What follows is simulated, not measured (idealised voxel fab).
Process module, titled voxel self aligned contacts
For reference, the cross-section in this document is cut, with width 205 nm and square cells of 5 nm.
Format of a cross-section: grid, square cells. Given as bands. Order: top down. Band: one or more rows of cells. Top height, bottom height, nm. Materials left to right, width each, nm. Single material + "everywhere" = fills band edge to edge. "blank" = empty. Heads up on the height convention: 0 is the point under which the incoming wafer is all one material, and the lowest band has no bottom, it just keeps going down, like "0..down". It should be noted that a width expressed as "30 to 40" varies in equal increments from row to row of cells within the band, taking the value of the first number at the top row and that of the second number at the bottom row. "remains unaltered" after a step means that no cell of the cross-section changed. The entry "Unvented internal voids" lists the empty spaces that cover at least 8 cells and have no open path to the top. Each is written as width x height at distance, where the distance is measured from the left edge and all three values are in nm. Formally, on a step line, whatever follows the settings is a remark that the simulator itself makes on the step. overlay nm, on a step with a mask: how far to the right of its planned place the mask lay; to the left if negative.
-- Process steps - plan
1. RECEIVE with material Si
2. OXIDIZE with depth nm 5
3. DIRECTIONAL_DEP with material polySi, thk nm 20
4. DIRECTIONAL_DEP with material SiN, thk nm 20
5. PATTERN with tone cover, mask id GATE, material resist, width nm 35, pitch nm 65, thk nm 20, overlay nm 0
6. DIRECTIONAL_ETCH with etch materials SiN, depth nm 20
7. DIRECTIONAL_ETCH with etch materials polySi, depth nm 20
8. STRIP with etch materials resist
9. CONFORMAL_DEP with material SiN, thk nm 5
10. DIRECTIONAL_ETCH with etch materials SiN, depth nm 5
11. FILL_DEP with material SiO2, thk nm 15
12. CMP with height nm 50
13. PATTERN with tone open, mask id CONTACT, material resist, width nm 40, pitch nm 65, thk nm 15, overlay nm 0
14. DIRECTIONAL_ETCH with etch materials SiO2, depth nm 55
15. STRIP with etch materials resist
16. CONFORMAL_DEP with material TiN, thk nm 5
17. FILL_DEP with material W, thk nm 5
18. CMP with height nm 50
19. CONFORMAL_DEP with material SiN, thk nm 5
-- Cross-section, incoming material, after step 1
- 0..down = Si everywhere
- Unvented internal voids: none
-- First of two wafers at the end of the module, shown in cross-section; run carried out as planned
- 55..50 = SiN everywhere
- 50..40 = SiO2=50, then TiN=5 to 15, then W=30 to 10, then TiN=5 to 15, then SiO2=25, then TiN=5 to 15, then W=30 to 10, then TiN=5 to 15, then SiO2=50
- 40..20 = SiO2=15, then SiN=45, then TiN=5, then W=10, then TiN=5, then SiN=45, then TiN=5, then W=10, then TiN=5, then SiN=45, then SiO2=15
- 20..0 = SiO2=15, then SiN=5, then polySi=35, then SiN=5, then TiN=5, then W=10, then TiN=5, then SiN=5, then polySi=35, then SiN=5, then TiN=5, then W=10, then TiN=5, then SiN=5, then polySi=35, then SiN=5, then SiO2=15
- 0..-5 = SiO2=60, then TiN=20, then SiO2=45, then TiN=20, then SiO2=60
- -5..down = Si everywhere
- Unvented internal voids: none
-- Second wafer of the two, sectioned at the end of the module. It began like the first and followed the same plan, but one mistake was made while running it
- 55..50 = SiN everywhere
- 50..40 = SiO2=50, then TiN=5 to 15, then polySi=30 to 10, then TiN=5 to 15, then SiO2=25, then TiN=5 to 15, then polySi=30 to 10, then TiN=5 to 15, then SiO2=50
- 40..20 = SiO2=15, then SiN=45, then TiN=5, then polySi=10, then TiN=5, then SiN=45, then TiN=5, then polySi=10, then TiN=5, then SiN=45, then SiO2=15
- 20..0 = SiO2=15, then SiN=5, then polySi=35, then SiN=5, then TiN=5, then polySi=10, then TiN=5, then SiN=5, then polySi=35, then SiN=5, then TiN=5, then polySi=10, then TiN=5, then SiN=5, then polySi=35, then SiN=5, then SiO2=15
- 0..-5 = SiO2=60, then TiN=20, then SiO2=45, then TiN=20, then SiO2=60
- -5..down = Si everywhere
- Unvented internal voids: none
What was the processing mistake? note that step 17 departed from the planned setting and was carried out as FILL_DEP with material polySi, thk nm 5
Upon completion, the second wafer contains, in terms of cells, a greater or smaller amount of certain materials than the first wafer: -48 W; +48 polySi
